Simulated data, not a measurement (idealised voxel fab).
process module | voxel wiring stack
cross-section cut | 205 nm wide | cells 5 nm
A cross-section is a grid of square cells, given in bands from the top down. A band is one or more rows of cells.
Each band's line starts with the height of the band's top and of its bottom, in nm. Then come its materials from left to right, each with its width in nm. One material with "throughout" fills the band from edge to edge. "air" is empty space.
Height 0 is the level under which the wafer as received is all one material. The lowest band goes on downwards, as in "0 down".
A width such as "30 to 40" changes by the same amount from each row of cells to the next, from the band's top row to its bottom row.
"no change" after a step means that no cell of the cross-section changed.
closed voids: empty space of 8 cells or more with no open way to the top, each as width x height at its distance from the left edge, in nm
after a step's settings: what the simulator itself notes on the step
overlay nm, on a step with a mask: how far to the right of its planned place the mask lay; to the left if negative
plan
1 op RECEIVE | material Si
2 op CONFORMAL_DEP | material SiO2 | thk nm 15
3 op CONFORMAL_DEP | material SiCN | thk nm 5
4 op DIRECTIONAL_DEP | material SiO2 | thk nm 25
5 op PATTERN | tone open | mask id METAL_1 | material resist | width nm 30 | pitch nm 45 | thk nm 15 | overlay nm 0
6 op DIRECTIONAL_ETCH | etch materials SiO2 | depth nm 25
7 op DIRECTIONAL_ETCH | etch materials SiCN | depth nm 5
8 op STRIP | etch materials resist
9 op CONFORMAL_DEP | material TiN | thk nm 5
10 op FILL_DEP | material Ru | thk nm 10
11 op CMP | height nm 45
12 op CONFORMAL_DEP | material SiCN | thk nm 5
13 op DIRECTIONAL_DEP | material lowk | thk nm 15
14 op DIRECTIONAL_DEP | material aC | thk nm 10
15 op PATTERN | tone open | mask id PLUG_1 | material resist | width nm 15 | pitch nm 45 | thk nm 25 | overlay nm 0
16 op DIRECTIONAL_ETCH | etch materials aC | depth nm 10
17 op STRIP | etch materials resist
18 op DIRECTIONAL_ETCH | etch materials lowk | depth nm 15
19 op DIRECTIONAL_ETCH | etch materials SiCN | depth nm 5
20 op STRIP | etch materials aC
21 op EPI | material Ru | thk nm 10
22 op EPI | material Ru | thk nm 10
23 op DIRECTIONAL_DEP | material TiN | thk nm 5
24 op DIRECTIONAL_DEP | material W | thk nm 15
25 op DIRECTIONAL_DEP | material aC | thk nm 15
26 op PATTERN | tone cover | mask id METAL_2 | material resist | width nm 30 | pitch nm 45 | thk nm 30 | overlay nm 0
27 op DIRECTIONAL_ETCH | etch materials aC | depth nm 15
28 op STRIP | etch materials resist
29 op DIRECTIONAL_ETCH | etch materials W | depth nm 15
30 op DIRECTIONAL_ETCH | etch materials TiN | depth nm 5
31 op STRIP | etch materials aC
32 op FILL_DEP | material SiO2 | thk nm 5
33 op CMP | height nm 85
34 op CONFORMAL_DEP | material SiCN | thk nm 5
35 op DIRECTIONAL_DEP | material lowk | thk nm 30
36 op PATTERN | tone open | mask id METAL_3 | material resist | width nm 30 | pitch nm 45 | thk nm 15 | overlay nm 0
37 op DIRECTIONAL_ETCH | etch materials lowk | depth nm 15
38 op STRIP | etch materials resist
39 op MASKED_ETCH | tone open | mask id METAL_3_HOLES | width nm 15 | etch materials lowk | depth nm 15 | overlay nm 0
40 op MASKED_ETCH | tone open | mask id METAL_3_HOLES | width nm 15 | etch materials SiCN | depth nm 5 | overlay nm 0
41 op CONFORMAL_DEP | material TiN | thk nm 5
42 op FILL_DEP | material Cu | thk nm 10
43 op CMP | height nm 120
44 op CONFORMAL_DEP | material SiCN | thk nm 5
45 op DIRECTIONAL_DEP | material lowk | thk nm 30
46 op DIRECTIONAL_DEP | material aC | thk nm 10
47 op PATTERN | tone open | mask id METAL_4 | material resist | width nm 30 | pitch nm 45 | thk nm 30 | overlay nm 0
48 op DIRECTIONAL_ETCH | etch materials aC | depth nm 10
49 op STRIP | etch materials resist
50 op DIRECTIONAL_ETCH | etch materials lowk | depth nm 15
51 op STRIP | etch materials aC
52 op DIRECTIONAL_DEP | material aC | thk nm 10
53 op PATTERN | tone open | mask id METAL_4_HOLES | material resist | width nm 15 | thk nm 30 | overlay nm 0
54 op DIRECTIONAL_ETCH | etch materials aC | depth nm 10
55 op STRIP | etch materials resist
56 op DIRECTIONAL_ETCH | etch materials lowk | depth nm 15
57 op DIRECTIONAL_ETCH | etch materials SiCN | depth nm 5
58 op STRIP | etch materials aC
59 op CONFORMAL_DEP | material TiN | thk nm 5
60 op FILL_DEP | material Cu | thk nm 10
61 op CMP | height nm 155
62 op CONFORMAL_DEP | material SiCN | thk nm 5
as received, after step 1
  0 down: Si throughout
  closed voids: none
a wafer at the end: this start, this plan, one mistake
  160 to 155: SiCN throughout
  155 to 145: lowk 65 | TiN 5 | Cu 20 | TiN 5 | lowk 15 | TiN 5 | Cu 20 | TiN 5 | lowk 65
  145 to 140: lowk 65 | TiN 5 | Cu 5 | TiN 20 | lowk 15 | TiN 30 | lowk 65
  140 to 125: lowk 65 | TiN 5 | Cu 5 | TiN 5 | lowk 125
  125 to 120: SiCN 65 | TiN 15 | SiCN 125
  120 to 110: lowk 65 | TiN 5 | Cu 20 | TiN 5 | lowk 15 | TiN 5 | Cu 20 | TiN 5 | lowk 65
  110 to 105: lowk 65 | TiN 5 | Cu 5 | TiN 20 | lowk 15 | TiN 30 | lowk 65
  105 to 90: lowk 65 | TiN 5 | Cu 5 | TiN 5 | lowk 125
  90 to 85: SiCN 65 | TiN 15 | SiCN 125
  85 to 70: SiO2 65 | W 30 | SiO2 15 | W 30 | SiO2 65
  70 to 65: SiO2 65 | TiN 30 | SiO2 15 | TiN 30 | SiO2 65
  65 to 50: lowk 65 | Ru 15 | lowk 30 | Ru 15 | lowk 80
  50 to 45: SiCN 65 | Ru 15 | SiCN 30 | Ru 15 | SiCN 80
  45 to 25: SiO2 65 | TiN 5 | Ru 20 | TiN 5 | SiO2 15 | TiN 5 | Ru 20 | TiN 5 | SiO2 65
  25 to 20: SiO2 65 | TiN 30 | SiO2 15 | TiN 30 | SiO2 65
  20 to 5: SiO2 throughout
  5 to 0: SiCN throughout
  0 down: Si throughout
  closed voids: none
what went wrong: steps 2 and 3 were swapped
